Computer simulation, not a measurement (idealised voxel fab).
The process module that follows is named voxel plated lines.
The cross-section on display is named cut; it measures 290 nm wide, and its cells are 5 nm squares.
Format of a cross-section: grid, square cells. Given as bands. Order: top down. Band: one or more rows of cells. Look at the band entry: it leads with the top's height and the bottom's height in nm. Then it lists the materials left to right, with a width in nm for each. The word "throughout" on a single material says that material fills the band edge to edge. The word "air" is empty space. Heads up on the height convention: 0 is the point under which the incoming wafer is all one material, and the lowest band has no bottom, it just keeps going down, like "0 down". Width: "30 to 40" (first number = top row, second number = bottom row, same change from row to row of cells). Basically "left unchanged" means that step didn't change any cell in the cross-section. "Closed empty spaces" means: voids of 8 cells or more that are shut off from the top with no open way through. Written width x height at distance, distance from the left edge, in nm. Read whatever lies past the settings on a step's line as the simulator's own remark about the step. "overlay nm" on a masked step: distance the mask lay right of its planned place, negative for left.
Process steps - plan
1. RECEIVE (material Si)
2. CONFORMAL_DEP (material Al2O3; thk nm 10)
3. DIRECTIONAL_DEP (material TiN; thk nm 5)
4. PATTERN (tone open; mask id LINES; material resist; width nm 30; pitch nm 60; thk nm 40; overlay nm 0)
5. EPI (material Ru; thk nm 5)
6. EPI (material Ru; thk nm 5)
7. EPI (material Ru; thk nm 5)
8. STRIP (etch materials resist)
9. DIRECTIONAL_ETCH (etch materials TiN; depth nm 5)
10. CONFORMAL_DEP (material SiO2; thk nm 5)
Of two wafers, the first: run according to plan
Received-state cross-section, reflecting completion of step 1
  0 down = Si throughout
  Closed empty spaces: none
Wafer xsec, post step 2
  10 to 0 = Al2O3 throughout
  Unchanged below 0.
Wafer xsec, post step 3
  15 to 10 = TiN throughout
  Unchanged below 10.
Wafer xsec, post step 4
  55 to 15 = resist 100 / air 30 / resist 30 / air 30 / resist 100
  Unchanged below 15.
Wafer xsec, post step 5
  55 to 20 = resist 100 / air 30 / resist 30 / air 30 / resist 100
  20 to 15 = resist 100 / Ru 30 / resist 30 / Ru 30 / resist 100
  Unchanged below 15.
Wafer xsec, post step 6
  55 to 25 = resist 100 / air 30 / resist 30 / air 30 / resist 100
  25 to 15 = resist 100 / Ru 30 / resist 30 / Ru 30 / resist 100
  Unchanged below 15.
Wafer xsec, post step 7
  55 to 30 = resist 100 / air 30 / resist 30 / air 30 / resist 100
  30 to 15 = resist 100 / Ru 30 / resist 30 / Ru 30 / resist 100
  Unchanged below 15.
Wafer xsec, post step 8
  30 to 15 = air 100 / Ru 30 / air 30 / Ru 30 / air 100
  Unchanged below 15.
Wafer xsec, post step 9
  30 to 15 = air 100 / Ru 30 / air 30 / Ru 30 / air 100
  15 to 10 = air 100 / TiN 30 / air 30 / TiN 30 / air 100
  Unchanged below 10.
Wafer xsec, post step 10
  35 to 30 = air 95 / SiO2 40 / air 20 / SiO2 40 / air 95
  30 to 15 = air 95 / SiO2 5 / Ru 30 / SiO2 5 / air 20 / SiO2 5 / Ru 30 / SiO2 5 / air 95
  15 to 10 = SiO2 100 / TiN 30 / SiO2 30 / TiN 30 / SiO2 100
  Unchanged below 10.
Here the second wafer is described. Its start and its plan were those of the first wafer. Its run contained one mistake. Up to and including step 8, it did exactly what the first wafer did
Second wafer at the planned finish of step 9, seen in cross-section
  30 to 15 = air 100 / Ru 30 / air 30 / Ru 30 / air 100
  15 to 10 = air 100 / TiN 30 / air 30 / TiN 30 / air 100
  Unchanged below 10.
Second wafer at the planned finish of step 10, seen in cross-section
  35 to 30 = air 95 / SiO2 40 / air 20 / SiO2 40 / air 95
  30 to 15 = air 95 / SiO2 5 / Ru 30 / SiO2 5 / air 20 / SiO2 5 / Ru 30 / SiO2 5 / air 95
  15 to 10 = SiO2 100 / TiN 30 / SiO2 30 / TiN 30 / SiO2 100
  Unchanged below 10.
Diagnosis: execution of plan step 9 occurred twice
Given identical final cross-sections on the two wafers, the mistake has no effect on any quantity computed by this model.
